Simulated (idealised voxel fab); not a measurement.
Process module under the name voxel capacitor over wiring
Section shown: cut. Width: 280 nm. Cell size: 5 nm, square.
How to read a cross-section here: the picture is a grid of square cells, written as bands going from the top down, and any band can span one or more rows of cells. The entry gives the band's vertical extent as a top height and a bottom height in nm, then its horizontal make-up as materials from left to right, each with a width in nm. "empty" stands for empty space; a single material marked "full width" fills the band edge to edge. Convention: height 0 is the level below which the wafer, as received, is all one material. The lowest band does not terminate at the bottom but continues downward, represented as "0 down". The expression "30 to 40" gives the width at the extremes of the band, the first number at its top row of cells and the second at its bottom row, with the width changing by equal amounts from each row to the next in between. Step marked "changes: none"? Then no cell in the cross-section changed in it. Entry "Completely enclosed voids" = empty spaces >= 8 cells with no open way to the top; each as width x height at distance, distance from left edge, all nm. Anything after a step's settings on that line? It's the simulator's own note about the step. The optional step-line setting "overlay nm" applies to steps with a mask and quantifies how far to the right of its planned location the mask lay, a negative value indicating leftward placement.

## Here's what the planned process steps look like
- 1: RECEIVE, material Si
- 2: CONFORMAL_DEP, material SiO2, thk nm 10
- 3: CONFORMAL_DEP, material SiN, thk nm 5
- 4: DIRECTIONAL_DEP, material SiO2, thk nm 15
- 5: PATTERN, tone open, mask id METAL_1, material resist, width nm 20, pitch nm 70, thk nm 15, overlay nm 0
- 6: DIRECTIONAL_ETCH, etch materials SiO2, depth nm 15
- 7: DIRECTIONAL_ETCH, etch materials SiN, depth nm 5
- 8: STRIP, etch materials resist
- 9: CONFORMAL_DEP, material TiN, thk nm 5
- 10: FILL_DEP, material W, thk nm 10
- 11: CMP, height nm 30
- 12: EPI, material Ru, thk nm 5
- 13: FILL_DEP, material SiCN, thk nm 5
- 14: DIRECTIONAL_DEP, material lowk, thk nm 10
- 15: DIRECTIONAL_DEP, material aC, thk nm 15
- 16: PATTERN, tone open, mask id PLUG_1, material resist, width nm 15, thk nm 35, overlay nm 0
- 17: DIRECTIONAL_ETCH, etch materials aC, depth nm 15
- 18: STRIP, etch materials resist
- 19: DIRECTIONAL_ETCH, etch materials lowk, depth nm 10
- 20: DIRECTIONAL_ETCH, etch materials SiCN, depth nm 5
- 21: STRIP, etch materials aC
- 22: CONFORMAL_DEP, material TiN, thk nm 5
- 23: FILL_DEP, material Ru, thk nm 10
- 24: CMP, height nm 50
- 25: DIRECTIONAL_DEP, material TiN, thk nm 5
- 26: DIRECTIONAL_DEP, material HfO2, thk nm 5
- 27: DIRECTIONAL_DEP, material TiN, thk nm 5
- 28: DIRECTIONAL_DEP, material aC, thk nm 10
- 29: PATTERN, tone cover, mask id UPPER_PLATE, material resist, width nm 55, thk nm 25, overlay nm 0
- 30: DIRECTIONAL_ETCH, etch materials aC, depth nm 10
- 31: STRIP, etch materials resist
- 32: DIRECTIONAL_ETCH, etch materials TiN, depth nm 5
- 33: DIRECTIONAL_ETCH, etch materials HfO2, depth nm 5
- 34: STRIP, etch materials aC
- 35: MASKED_ETCH, tone cover, mask id LOWER_PLATE, width nm 65, etch materials TiN, depth nm 5, overlay nm 0
- 36: FILL_DEP, material SiO2, thk nm 15
- 37: CMP, height nm 75
- 38: DIRECTIONAL_DEP, material aC, thk nm 15
- 39: PATTERN, tone open, mask id PLUG_2, material resist, width nm 15, thk nm 30, overlay nm 0
- 40: DIRECTIONAL_ETCH, etch materials aC, depth nm 15
- 41: STRIP, etch materials resist
- 42: DIRECTIONAL_ETCH, etch materials SiO2, depth nm 10
- 43: STRIP, etch materials aC
- 44: CONFORMAL_DEP, material TiN, thk nm 5
- 45: FILL_DEP, material Cu, thk nm 10
- 46: CMP, height nm 75
- 47: CONFORMAL_DEP, material SiCN, thk nm 5

## Of two wafers, the first: run according to plan

## Wafer cross-section on receipt, i.e. after step 1
- 0 down = Si full width
- Completely enclosed voids: none

## State of the wafer after step 2, shown in cross-section
- 10 to 0 = SiO2 full width
- Anything lower than 0 is untouched.

## State of the wafer after step 3, shown in cross-section
- 15 to 10 = SiN full width
- Anything lower than 10 is untouched.

## State of the wafer after step 4, shown in cross-section
- 30 to 15 = SiO2 full width
- Anything lower than 15 is untouched.

## State of the wafer after step 5, shown in cross-section
- 45 to 30 = resist=95  empty=20  resist=50  empty=20  resist=95
- Anything lower than 30 is untouched.

## State of the wafer after step 6, shown in cross-section
- 45 to 30 = resist=95  empty=20  resist=50  empty=20  resist=95
- 30 to 15 = SiO2=95  empty=20  SiO2=50  empty=20  SiO2=95
- Anything lower than 15 is untouched.

## State of the wafer after step 7, shown in cross-section
- 45 to 30 = resist=95  empty=20  resist=50  empty=20  resist=95
- 30 to 15 = SiO2=95  empty=20  SiO2=50  empty=20  SiO2=95
- 15 to 10 = SiN=95  empty=20  SiN=50  empty=20  SiN=95
- Anything lower than 10 is untouched.

## State of the wafer after step 8, shown in cross-section
- 30 to 15 = SiO2=95  empty=20  SiO2=50  empty=20  SiO2=95
- Anything lower than 15 is untouched.

## State of the wafer after step 9, shown in cross-section
- 35 to 30 = TiN=100  empty=10  TiN=60  empty=10  TiN=100
- 30 to 15 = SiO2=95  TiN=5  empty=10  TiN=5  SiO2=50  TiN=5  empty=10  TiN=5  SiO2=95
- 15 to 10 = SiN=95  TiN=20  SiN=50  TiN=20  SiN=95
- Anything lower than 10 is untouched.

## State of the wafer after step 10, shown in cross-section
- 45 to 35 = W full width
- 35 to 30 = TiN=100  W=10  TiN=60  W=10  TiN=100
- 30 to 15 = SiO2=95  TiN=5  W=10  TiN=5  SiO2=50  TiN=5  W=10  TiN=5  SiO2=95
- Anything lower than 15 is untouched.

## State of the wafer after step 11, shown in cross-section
- 30 to 15 = SiO2=95  TiN=5  W=10  TiN=5  SiO2=50  TiN=5  W=10  TiN=5  SiO2=95
- Anything lower than 15 is untouched.

## State of the wafer after step 12, shown in cross-section
- 35 to 30 = empty=90  Ru=30  empty=40  Ru=30  empty=90
- Anything lower than 30 is untouched.

## State of the wafer after step 13, shown in cross-section
- 40 to 35 = SiCN full width
- 35 to 30 = SiCN=90  Ru=30  SiCN=40  Ru=30  SiCN=90
- Anything lower than 30 is untouched.

## State of the wafer after step 14, shown in cross-section
- 50 to 40 = lowk full width
- Anything lower than 40 is untouched.

## State of the wafer after step 15, shown in cross-section
- 65 to 50 = aC full width
- Anything lower than 50 is untouched.

## State of the wafer after step 16, shown in cross-section
- 100 to 65 = resist=100  empty=15  resist=165
- Anything lower than 65 is untouched.

## State of the wafer after step 17, shown in cross-section
- 85 to 65 = resist=100  empty=15  resist=165
- 65 to 50 = aC=100  empty=15  aC=165
- Anything lower than 50 is untouched.

## State of the wafer after step 18, shown in cross-section
- 65 to 50 = aC=100  empty=15  aC=165
- Anything lower than 50 is untouched.

## State of the wafer after step 19, shown in cross-section
- 65 to 50 = aC=100  empty=15  aC=165
- 50 to 40 = lowk=100  empty=15  lowk=165
- Anything lower than 40 is untouched.

## State of the wafer after step 20, shown in cross-section
- 65 to 50 = aC=100  empty=15  aC=165
- 50 to 40 = lowk=100  empty=15  lowk=165
- 40 to 35 = SiCN=100  empty=15  SiCN=165
- Anything lower than 35 is untouched.

## State of the wafer after step 21, shown in cross-section
- 50 to 40 = lowk=100  empty=15  lowk=165
- Anything lower than 40 is untouched.

## State of the wafer after step 22, shown in cross-section
- 55 to 50 = TiN=105  empty=5  TiN=170
- 50 to 40 = lowk=100  TiN=5  empty=5  TiN=5  lowk=165
- 40 to 35 = SiCN=100  TiN=15  SiCN=165
- Anything lower than 35 is untouched.

## State of the wafer after step 23, shown in cross-section
- 65 to 55 = Ru full width
- 55 to 50 = TiN=105  Ru=5  TiN=170
- 50 to 40 = lowk=100  TiN=5  Ru=5  TiN=5  lowk=165
- Anything lower than 40 is untouched.

## State of the wafer after step 24, shown in cross-section
- 50 to 40 = lowk=100  TiN=5  Ru=5  TiN=5  lowk=165
- Anything lower than 40 is untouched.

## State of the wafer after step 25, shown in cross-section
- 55 to 50 = TiN full width
- Anything lower than 50 is untouched.

## State of the wafer after step 26, shown in cross-section
- 60 to 55 = HfO2 full width
- Anything lower than 55 is untouched.

## State of the wafer after step 27, shown in cross-section
- 65 to 60 = TiN full width
- Anything lower than 60 is untouched.

## State of the wafer after step 28, shown in cross-section
- 75 to 65 = aC full width
- Anything lower than 65 is untouched.

## State of the wafer after step 29, shown in cross-section
- 100 to 75 = empty=100  resist=55  empty=125
- Anything lower than 75 is untouched.

## State of the wafer after step 30, shown in cross-section
- 90 to 75 = empty=100  resist=55  empty=125
- 75 to 65 = empty=100  aC=55  empty=125
- Anything lower than 65 is untouched.

## State of the wafer after step 31, shown in cross-section
- 75 to 65 = empty=100  aC=55  empty=125
- Anything lower than 65 is untouched.

## State of the wafer after step 32, shown in cross-section
- 75 to 65 = empty=100  aC=55  empty=125
- 65 to 60 = empty=100  TiN=55  empty=125
- Anything lower than 60 is untouched.

## State of the wafer after step 33, shown in cross-section
- 75 to 65 = empty=100  aC=55  empty=125
- 65 to 60 = empty=100  TiN=55  empty=125
- 60 to 55 = empty=100  HfO2=55  empty=125
- Anything lower than 55 is untouched.

## State of the wafer after step 34, shown in cross-section
- 65 to 60 = empty=100  TiN=55  empty=125
- Anything lower than 60 is untouched.

## State of the wafer after step 35, shown in cross-section
- 65 to 60 = empty=100  TiN=55  empty=125
- 60 to 55 = empty=100  HfO2=55  empty=125
- 55 to 50 = empty=95  TiN=65  empty=120
- Anything lower than 50 is untouched.

## State of the wafer after step 36, shown in cross-section
- 80 to 65 = SiO2 full width
- 65 to 60 = SiO2=100  TiN=55  SiO2=125
- 60 to 55 = SiO2=100  HfO2=55  SiO2=125
- 55 to 50 = SiO2=95  TiN=65  SiO2=120
- Anything lower than 50 is untouched.

## State of the wafer after step 37, shown in cross-section
- 75 to 65 = SiO2 full width
- Anything lower than 65 is untouched.

## State of the wafer after step 38, shown in cross-section
- 90 to 75 = aC full width
- Anything lower than 75 is untouched.

## State of the wafer after step 39, shown in cross-section
- 120 to 90 = resist=110  empty=15  resist=155
- Anything lower than 90 is untouched.

## State of the wafer after step 40, shown in cross-section
- 105 to 90 = resist=110  empty=15  resist=155
- 90 to 75 = aC=110  empty=15  aC=155
- Anything lower than 75 is untouched.

## State of the wafer after step 41, shown in cross-section
- 90 to 75 = aC=110  empty=15  aC=155
- Anything lower than 75 is untouched.

## State of the wafer after step 42, shown in cross-section
- 90 to 75 = aC=110  empty=15  aC=155
- 75 to 65 = SiO2=110  empty=15  SiO2=155
- Anything lower than 65 is untouched.

## State of the wafer after step 43, shown in cross-section
- 75 to 65 = SiO2=110  empty=15  SiO2=155
- Anything lower than 65 is untouched.

## State of the wafer after step 44, shown in cross-section
- 80 to 75 = TiN=115  empty=5  TiN=160
- 75 to 70 = SiO2=110  TiN=5  empty=5  TiN=5  SiO2=155
- 70 to 60 = SiO2=110 to 100  TiN=15 to 55  SiO2=155 to 125
- Anything lower than 60 is untouched.

## State of the wafer after step 45, shown in cross-section
- 90 to 80 = Cu full width
- 80 to 75 = TiN=115  Cu=5  TiN=160
- 75 to 70 = SiO2=110  TiN=5  Cu=5  TiN=5  SiO2=155
- Anything lower than 70 is untouched.

## State of the wafer after step 46, shown in cross-section
- 75 to 70 = SiO2=110  TiN=5  Cu=5  TiN=5  SiO2=155
- Anything lower than 70 is untouched.

## State of the wafer after step 47, shown in cross-section
- 80 to 75 = SiCN full width
- Anything lower than 75 is untouched.

## Second of two: same start, same plan, one run error; steps up to and including 34 match the first

## Cross-sectional representation of the second wafer at the time designated in the plan for the completion of step 35
- 60 to 55 = empty=100  HfO2=55  empty=125
- 55 to 50 = TiN=95  empty=5  TiN=55  empty=5  TiN=120
- Anything lower than 50 is untouched.

## Cross-sectional representation of the second wafer at the time designated in the plan for the completion of step 36
- 75 to 60 = SiO2 full width
- 60 to 55 = SiO2=100  HfO2=55  SiO2=125
- 55 to 50 = TiN=95  SiO2=5  TiN=55  SiO2=5  TiN=120
- Anything lower than 50 is untouched.

Cross-sectional representation of the second wafer at the time designated in the plan for the completion of step 37: changes: none

## Cross-sectional representation of the second wafer at the time designated in the plan for the completion of step 38
- 90 to 75 = aC full width
- Anything lower than 75 is untouched.

## Cross-sectional representation of the second wafer at the time designated in the plan for the completion of step 39
- 120 to 90 = resist=110  empty=15  resist=155
- Anything lower than 90 is untouched.

## Cross-sectional representation of the second wafer at the time designated in the plan for the completion of step 40
- 105 to 90 = resist=110  empty=15  resist=155
- 90 to 75 = aC=110  empty=15  aC=155
- Anything lower than 75 is untouched.

## Cross-sectional representation of the second wafer at the time designated in the plan for the completion of step 41
- 90 to 75 = aC=110  empty=15  aC=155
- Anything lower than 75 is untouched.

## Cross-sectional representation of the second wafer at the time designated in the plan for the completion of step 42
- 90 to 75 = aC=110  empty=15  aC=155
- 75 to 65 = SiO2=110  empty=15  SiO2=155
- Anything lower than 65 is untouched.

## Cross-sectional representation of the second wafer at the time designated in the plan for the completion of step 43
- 75 to 65 = SiO2=110  empty=15  SiO2=155
- Anything lower than 65 is untouched.

## Cross-sectional representation of the second wafer at the time designated in the plan for the completion of step 44
- 80 to 75 = TiN=115  empty=5  TiN=160
- 75 to 70 = SiO2=110  TiN=5  empty=5  TiN=5  SiO2=155
- 70 to 65 = SiO2=110  TiN=15  SiO2=155
- Anything lower than 65 is untouched.

## Cross-sectional representation of the second wafer at the time designated in the plan for the completion of step 45
- 90 to 80 = Cu full width
- 80 to 75 = TiN=115  Cu=5  TiN=160
- 75 to 70 = SiO2=110  TiN=5  Cu=5  TiN=5  SiO2=155
- Anything lower than 70 is untouched.

## Cross-sectional representation of the second wafer at the time designated in the plan for the completion of step 46
- 75 to 70 = SiO2=110  TiN=5  Cu=5  TiN=5  SiO2=155
- Anything lower than 70 is untouched.

## Cross-sectional representation of the second wafer at the time designated in the plan for the completion of step 47
- 80 to 75 = SiCN full width
- Anything lower than 75 is untouched.
Finding, execution versus plan: contrary to plan, step 35 was performed as MASKED_ETCH, tone open, mask id LOWER_PLATE, width nm 65, etch materials TiN, depth nm 5, overlay nm 0
Materials where the second wafer ends with more or fewer cells than the first: SiO2 -30 | TiN +30
